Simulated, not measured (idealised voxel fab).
A process module follows: voxel double patterning.
The figure presents cross-section cut, which has a width of 180 nm and is divided into square cells with an edge length of 5 nm.
Format of a cross-section: grid, square cells. Given as bands. Order: top down. Band: one or more rows of cells.
Heights first: top, then bottom, in nm. Then materials, left to right, each with a width in nm. "throughout" on a single material: fills the band edge to edge. "empty": empty space.
Convention: height 0 is the level below which the wafer, as received, is all one material. The lowest band does not terminate at the bottom but continues downward, represented as "0..down".
Per-row width for "30->40": begins at first number (top row of band), ends at second number (bottom row), increment between rows held constant.
"nothing got changed" after a step means that no cell of the cross-section changed.
Each empty space that has no open way to the top and spans at least 8 cells appears under "Voids, fully enclosed" as width x height at distance, the distance counted from the left edge, all in nm.
Step line, after settings: the simulator's comment on this step.
On any step carrying a mask, the "overlay nm" setting, if present on the step's line, tells how far right of its planned place the mask lay; negative values point to the left.
# Steps planned for the process
1 RECEIVE with material Si
2 CONFORMAL_DEP with material SiO2, thk nm 10
3 DIRECTIONAL_DEP with material polySi, thk nm 20
4 DIRECTIONAL_DEP with material SiN, thk nm 5
5 DIRECTIONAL_DEP with material aC, thk nm 10
6 PATTERN with tone open, mask id FIRST, material resist, width nm 15, pitch nm 50, thk nm 25, overlay nm 0
7 DIRECTIONAL_ETCH with etch materials aC, depth nm 10
8 STRIP with etch materials resist
9 DIRECTIONAL_ETCH with etch materials SiN, depth nm 5
10 STRIP with etch materials aC
11 DIRECTIONAL_DEP with material aC, thk nm 15
12 PATTERN with tone open, mask id SECOND, material resist, width nm 15, pitch nm 50, thk nm 30, overlay nm 0
13 DIRECTIONAL_ETCH with etch materials aC, depth nm 15
14 STRIP with etch materials resist
15 DIRECTIONAL_ETCH with etch materials SiN, depth nm 5
16 STRIP with etch materials aC
17 DIRECTIONAL_ETCH with etch materials polySi, depth nm 20
18 STRIP with etch materials SiN
# Step 1 complete: cross-section of the wafer as received
    0..down  Si throughout
    Voids, fully enclosed: none
# Wafer cross-section at end of module: start and plan as shown above, one execution error
    30..10  empty (30), then polySi (15), then empty (35), then polySi (15), then empty (35), then polySi (15), then empty (35)
    10..0  SiO2 throughout
    0..down  Si throughout
    Voids, fully enclosed: none
Diagnosis: off-plan run, step 6, actual operation and settings PATTERN with tone cover, mask id FIRST, material resist, width nm 15, pitch nm 50, thk nm 25, overlay nm 0
